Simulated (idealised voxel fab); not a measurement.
You're looking at the process module voxel transistor to metal.
Each square cell in cross-section cut measures 5 nm, and the section as a whole is 210 nm wide.
Cross-section, as written here: a square-cell grid given band by band from the top down, where a band holds one or more rows of cells.
Heads up on the band format: heights come first, top then bottom, in nm. After that it's the materials left to right, each with its width in nm. A single material flagged "full width" fills the whole band edge to edge, and "empty" means there's empty space there.
We count height from 0. Below that, the starting wafer is all one material. The lowest band never ends at the bottom but goes on down; see "0..down" for how that is written.
You'd read "30->40" like this: the band's top row of cells is as wide as the first number, its bottom row is as wide as the second, and going down, every row changes width by the same amount as the row before did.
No cell of the cross-section changed in a step that is given as "no change".
Sealed-off cavities: empty space of 8 cells or more with no open way to the top, each as width x height at its distance from the left edge, in nm
Anything after a step's settings on that line? It's the simulator's own note about the step.
A step line may carry the setting "overlay nm", which, for steps involving a mask, states the distance by which the mask lay to the right of its intended position; negative values denote displacement to the left.
[Intended process steps]
1. RECEIVE,material Si
2. OXIDIZE,depth nm 5
3. CONFORMAL_DEP,material SiN,thk nm 10
4. MASKED_ETCH,tone cover,mask id ACTIVE,width nm 110,etch materials SiN,depth nm 10,overlay nm 0
5. MASKED_ETCH,tone cover,mask id ACTIVE,width nm 110,etch materials SiO2,depth nm 5,overlay nm 0
6. MASKED_ETCH,tone cover,mask id ACTIVE,width nm 110,etch materials Si,depth nm 20,overlay nm 0
7. FILL_DEP,material SiO2,thk nm 10
8. CMP,height nm 10
9. SELECTIVE_ETCH,etch materials SiO2,depth nm 10
10. STRIP,etch materials SiN
11. SELECTIVE_ETCH,etch materials SiO2,depth nm 5
12. OXIDIZE,depth nm 5
13. DIRECTIONAL_DEP,material polySi,thk nm 20
14. DIRECTIONAL_DEP,material SiCN,thk nm 15
15. DIRECTIONAL_DEP,material aC,thk nm 10
16. PATTERN,tone cover,mask id GATE,material resist,width nm 30,thk nm 25,overlay nm 0
17. DIRECTIONAL_ETCH,etch materials aC,depth nm 10
18. STRIP,etch materials resist
19. DIRECTIONAL_ETCH,etch materials SiCN,depth nm 25
20. DIRECTIONAL_ETCH,etch materials polySi,depth nm 30
21. STRIP,etch materials aC
22. CONFORMAL_DEP,material SiN,thk nm 10
23. DIRECTIONAL_ETCH,etch materials SiN,depth nm 10
24. DIRECTIONAL_ETCH,etch materials SiO2,depth nm 5
25. DIRECTIONAL_ETCH,etch materials Si,depth nm 15
26. EPI,material nSi,thk nm 20
27. FILL_DEP,material SiO2,thk nm 10
28. CMP,height nm 15
29. STRIP,etch materials polySi
30. SELECTIVE_ETCH,etch materials SiO2,depth nm 5
31. CONFORMAL_DEP,material HfO2,thk nm 5
32. CONFORMAL_DEP,material TiN,thk nm 5
33. FILL_DEP,material W,thk nm 10
34. CMP,height nm 10
35. DIRECTIONAL_DEP,material SiO2,thk nm 10
36. DIRECTIONAL_DEP,material aC,thk nm 15
37. PATTERN,tone open,mask id CONTACT,material resist,width nm 15,pitch nm 75,thk nm 35,overlay nm 0
38. DIRECTIONAL_ETCH,etch materials aC,depth nm 15
39. STRIP,etch materials resist
40. DIRECTIONAL_ETCH,etch materials SiO2,depth nm 10
41. STRIP,etch materials aC
42. CONFORMAL_DEP,material TiN,thk nm 5
43. FILL_DEP,material Ru,thk nm 10
44. CMP,height nm 20
45. CONFORMAL_DEP,material SiCN,thk nm 5
46. DIRECTIONAL_DEP,material SiO2,thk nm 15
47. PATTERN,tone open,mask id METAL_1,material resist,width nm 15,pitch nm 75,thk nm 20,overlay nm 0
48. DIRECTIONAL_ETCH,etch materials SiO2,depth nm 15
49. DIRECTIONAL_ETCH,etch materials SiCN,depth nm 5
50. STRIP,etch materials resist
51. CONFORMAL_DEP,material TiN,thk nm 5
52. FILL_DEP,material Ru,thk nm 10
53. CMP,height nm 40
54. CONFORMAL_DEP,material SiN,thk nm 5
[As-received wafer cross-section (after step 1)]
- 0..down: Si full width
- Sealed-off cavities: none
[Cross-section: first of two wafers, module finished, run according to plan]
- 45..40: SiN full width
- 40..25: SiO2 (60) / TiN (5) / Ru (5) / TiN (5) / SiO2 (60) / TiN (5) / Ru (5) / TiN (5) / SiO2 (60)
- 25..20: SiCN (60) / TiN (15) / SiCN (60) / TiN (15) / SiCN (60)
- 20..15: SiO2 (60) / TiN (5) / Ru (5) / TiN (5) / SiO2 (60) / TiN (5) / Ru (5) / TiN (5) / SiO2 (60)
- 15..10: SiO2 (60) / TiN (15) / SiO2 (60) / TiN (15) / SiO2 (60)
- 10..0: SiO2 (60) / nSi (20) / SiN (10) / HfO2 (5) / TiN (5) / W (10) / TiN (5) / HfO2 (5) / SiN (10) / nSi (20) / SiO2 (60)
- 0..-5: SiO2 (60) / nSi (20) / SiN (10) / HfO2 (5) / TiN (20) / HfO2 (5) / SiN (10) / nSi (20) / SiO2 (60)
- -5..-10: SiO2 (45) / nSi (35) / SiO2 (5) / HfO2 (40) / SiO2 (5) / nSi (35) / SiO2 (45)
- -10..-25: SiO2 (50) / nSi (30) / Si (50) / nSi (30) / SiO2 (50)
- -25..down: Si full width
- Sealed-off cavities: none
[second wafer at the end: like start, like plan, one mistake]
- 45..40: SiN full width
- 40..25: SiO2 (60) / TiN (5) / Ru (5) / TiN (5) / SiO2 (60) / TiN (5) / Ru (5) / TiN (5) / SiO2 (60)
- 25..20: SiCN (60) / TiN (15) / SiCN (60) / TiN (15) / SiCN (60)
- 20..15: SiO2 (60) / TiN (5) / HfO2 (5) / TiN (5) / SiO2 (60) / TiN (5) / HfO2 (5) / TiN (5) / SiO2 (60)
- 15..10: SiO2 (60) / TiN (15) / SiO2 (60) / TiN (15) / SiO2 (60)
- 10..0: SiO2 (60) / nSi (20) / SiN (10) / HfO2 (5) / TiN (5) / W (10) / TiN (5) / HfO2 (5) / SiN (10) / nSi (20) / SiO2 (60)
- 0..-5: SiO2 (60) / nSi (20) / SiN (10) / HfO2 (5) / TiN (20) / HfO2 (5) / SiN (10) / nSi (20) / SiO2 (60)
- -5..-10: SiO2 (45) / nSi (35) / SiO2 (5) / HfO2 (40) / SiO2 (5) / nSi (35) / SiO2 (45)
- -10..-25: SiO2 (50) / nSi (30) / Si (50) / nSi (30) / SiO2 (50)
- -25..down: Si full width
- Sealed-off cavities: none
what went wrong: step 43 ran with different settings than intended, the actual operation and settings being FILL_DEP,material HfO2,thk nm 10
Materials where the second wafer ends with more or fewer cells than the first: 2 more of HfO2, 2 fewer of Ru
